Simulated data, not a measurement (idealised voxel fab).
process module | voxel gate over fins
cross-section cut | 200 nm wide | cells 5 nm
A cross-section is a grid of square cells, given in bands from the top down. A band is one or more rows of cells.
Each band's line starts with the height of the band's top and of its bottom, in nm. Then come its materials from left to right, each with its width in nm. One material with "throughout" fills the band from edge to edge. "air" is empty space.
Height 0 is the level under which the wafer as received is all one material. The lowest band goes on downwards, as in "0 down".
A width such as "30 to 40" changes by the same amount from each row of cells to the next, from the band's top row to its bottom row.
"no change" after a step means that no cell of the cross-section changed.
closed voids: empty space of 8 cells or more with no open way to the top, each as width x height at its distance from the left edge, in nm
after a step's settings: what the simulator itself notes on the step
overlay nm, on a step with a mask: how far to the right of its planned place the mask lay; to the left if negative
plan
1 op RECEIVE | material Si
2 op CONFORMAL_DEP | material SiN | thk nm 10
3 op PATTERN | tone cover | mask id FINS | material resist | width nm 15 | pitch nm 60 | thk nm 15 | overlay nm 0
4 op DIRECTIONAL_ETCH | etch materials SiN | depth nm 10
5 op DIRECTIONAL_ETCH | etch materials Si | depth nm 35
6 op STRIP | etch materials resist
7 op FILL_DEP | material SiO2 | thk nm 5
8 op CMP | height nm 10
9 op DIRECTIONAL_DEP | material aC | thk nm 15
10 op PATTERN | tone open | mask id RAIL | material resist | width nm 15 | thk nm 30 | overlay nm 0
11 op DIRECTIONAL_ETCH | etch materials aC | depth nm 15
12 op STRIP | etch materials resist
13 op DIRECTIONAL_ETCH | etch materials SiO2 | depth nm 40
14 op STRIP | etch materials aC
15 op CONFORMAL_DEP | material TiN | thk nm 5
16 op FILL_DEP | material W | thk nm 5
17 op CMP | height nm 10
18 op SELECTIVE_ETCH | etch materials W Ru TiN | depth nm 30
19 op FILL_DEP | material SiO2 | thk nm 5
20 op CMP | height nm 10
21 op SELECTIVE_ETCH | etch materials SiO2 | depth nm 25
22 op STRIP | etch materials SiN
23 op CONFORMAL_DEP | material HfO2 | thk nm 5
24 op CONFORMAL_DEP | material TiN | thk nm 5
25 op CONFORMAL_DEP | material TiAl | thk nm 5
26 op CONFORMAL_DEP | material TiN | thk nm 5
27 op FILL_DEP | material W | thk nm 15
28 op CMP | height nm 30
29 op CONFORMAL_DEP | material SiCN | thk nm 5
as received, after step 1
  0 down: Si throughout
  closed voids: none
first wafer at the end, as planned
  35 to 30: SiCN throughout
  30 to 20: W throughout
  20 to 15: W 40 | TiN 55 | W 5 | TiN 55 | W 45
  15 to 10: W 40 | TiN 5 | TiAl 45 | TiN 5 | W 5 | TiN 5 | TiAl 45 | TiN 5 | W 45
  10 to 5: W 40 | TiN 5 | TiAl 5 | TiN 35 | TiAl 5 | TiN 5 | W 5 | TiN 5 | TiAl 5 | TiN 35 | TiAl 5 | TiN 5 | W 45
  5 to 0: TiN 45 | TiAl 5 | TiN 5 | HfO2 25 | TiN 5 | TiAl 5 | TiN 15 | TiAl 5 | TiN 5 | HfO2 25 | TiN 5 | TiAl 5 | TiN 50
  0 to -5: TiAl 50 | TiN 5 | HfO2 5 | Si 15 | HfO2 5 | TiN 5 | TiAl 25 | TiN 5 | HfO2 5 | Si 15 | HfO2 5 | TiN 5 | TiAl 55
  -5 to -10: TiN 55 | HfO2 5 | Si 15 | HfO2 5 | TiN 35 | HfO2 5 | Si 15 | HfO2 5 | TiN 60
  -10 to -15: HfO2 60 | Si 15 | HfO2 45 | Si 15 | HfO2 65
  -15 to -20: SiO2 60 | Si 15 | SiO2 45 | Si 15 | SiO2 65
  -20 to -25: SiO2 60 | Si 15 | SiO2 15 | TiN 5 | W 5 | TiN 5 | SiO2 15 | Si 15 | SiO2 65
  -25 to -30: SiO2 60 | Si 15 | SiO2 15 | TiN 15 | SiO2 15 | Si 15 | SiO2 65
  -30 to -35: SiO2 60 | Si 15 | SiO2 45 | Si 15 | SiO2 65
  -35 down: Si throughout
  closed voids: none
second wafer at the end: like start, like plan, one mistake
  25 to 20: SiCN throughout
  20 to 15: W 40 | TiN 55 | W 5 | TiN 55 | W 45
  15 to 10: W 40 | TiN 5 | TiAl 45 | TiN 5 | W 5 | TiN 5 | TiAl 45 | TiN 5 | W 45
  10 to 5: W 40 | TiN 5 | TiAl 5 | TiN 35 | TiAl 5 | TiN 5 | W 5 | TiN 5 | TiAl 5 | TiN 35 | TiAl 5 | TiN 5 | W 45
  5 to 0: TiN 45 | TiAl 5 | TiN 5 | HfO2 25 | TiN 5 | TiAl 5 | TiN 15 | TiAl 5 | TiN 5 | HfO2 25 | TiN 5 | TiAl 5 | TiN 50
  0 to -5: TiAl 50 | TiN 5 | HfO2 5 | Si 15 | HfO2 5 | TiN 5 | TiAl 25 | TiN 5 | HfO2 5 | Si 15 | HfO2 5 | TiN 5 | TiAl 55
  -5 to -10: TiN 55 | HfO2 5 | Si 15 | HfO2 5 | TiN 35 | HfO2 5 | Si 15 | HfO2 5 | TiN 60
  -10 to -15: HfO2 60 | Si 15 | HfO2 45 | Si 15 | HfO2 65
  -15 to -20: SiO2 60 | Si 15 | SiO2 45 | Si 15 | SiO2 65
  -20 to -25: SiO2 60 | Si 15 | SiO2 15 | TiN 5 | W 5 | TiN 5 | SiO2 15 | Si 15 | SiO2 65
  -25 to -30: SiO2 60 | Si 15 | SiO2 15 | TiN 15 | SiO2 15 | Si 15 | SiO2 65
  -30 to -35: SiO2 60 | Si 15 | SiO2 45 | Si 15 | SiO2 65
  -35 down: Si throughout
  closed voids: none
what went wrong: step 28 ran as: op CMP | height nm 20
at the end the second wafer has, in cells: 80 fewer of W
